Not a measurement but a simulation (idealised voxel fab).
This is a process module. Its name is voxel trench capacitor.
280 nm wide, 5 nm square cells: that's cross-section cut.
Cross-section format: a grid of square cells, given as bands from top to bottom; each band is one or more rows of cells. For a band, the entry starts with two heights in nm, that of the top and then that of the bottom, and carries on with the band's materials in order from left to right, each alongside its width in nm; the word "edge to edge" beside a single material means it fills the band edge to edge, and "blank" means empty space. A quick word on heights: they are counted from 0, and under that level the wafer as it came to us is one material throughout. The lowest band is different from the rest in having no bottom; it simply continues downward, written as in "z 0 and below". Width spec "30->40" -> top row of cells at first value, bottom row at second value, equal per-row change in between. Where the words "no modifications" appear for a step, the cross-section shows no cell changed by that step; every cell remained as before. Entry "Enclosed void listing" = empty spaces >= 8 cells with no open way to the top; each as width x height at distance, distance from left edge, all nm. Formally, on a step line, whatever follows the settings is a remark that the simulator itself makes on the step. If you see "overlay nm" on a step's line and that step has a mask, it's telling you how far right of where it was planned the mask ended up; a negative number means it went left instead.
**Process steps - plan**
1,RECEIVE: material Si
2,CONFORMAL_DEP: material SiN, thk nm 5
3,PATTERN: tone open, mask id TRENCH, material resist, width nm 25, pitch nm 55, thk nm 15, overlay nm 0
4,DIRECTIONAL_ETCH: etch materials SiN, depth nm 5
5,DIRECTIONAL_ETCH: etch materials Si, depth nm 25
6,STRIP: etch materials resist
7,CONFORMAL_DEP: material Al2O3, thk nm 5
8,FILL_DEP: material polySi, thk nm 5
9,CMP: height nm 5
**Wafer cross-section on receipt, i.e. after step 1**
- z 0 and below | Si edge to edge
- Enclosed void listing: none
**The first of the two wafers as seen in cross-section once the module was finished; processing followed the plan**
- z 5 to 0 | 100 SiN | 5 Al2O3 | 15 polySi | 5 Al2O3 | 30 SiN | 5 Al2O3 | 15 polySi | 5 Al2O3 | 100 SiN
- z 0 to -20 | 100 Si | 5 Al2O3 | 15 polySi | 5 Al2O3 | 30 Si | 5 Al2O3 | 15 polySi | 5 Al2O3 | 100 Si
- z -20 to -25 | 100 Si | 25 Al2O3 | 30 Si | 25 Al2O3 | 100 Si
- z -25 and below | Si edge to edge
- Enclosed void listing: none
**Wafer two cross-section, module end. Start and plan unchanged from wafer one; one mistake made during the run**
- z 5 to 0 | 95 polySi | 5 Al2O3 | 25 SiN | 5 Al2O3 | 20 polySi | 5 Al2O3 | 25 SiN | 5 Al2O3 | 95 polySi
- z 0 to -20 | 95 polySi | 5 Al2O3 | 25 Si | 5 Al2O3 | 20 polySi | 5 Al2O3 | 25 Si | 5 Al2O3 | 95 polySi
- z -20 to -25 | 100 Al2O3 | 25 Si | 30 Al2O3 | 25 Si | 100 Al2O3
- z -25 and below | Si edge to edge
- Enclosed void listing: none
Want to know what went wrong? step 3 did not use the planned setting and instead ran as PATTERN: tone cover, mask id TRENCH, material resist, width nm 25, pitch nm 55, thk nm 15, overlay nm 0
Wafer comparison, final, in cells, second relative to first, materials more or fewer: +36 Al2O3; -180 Si; -36 SiN; +180 polySi
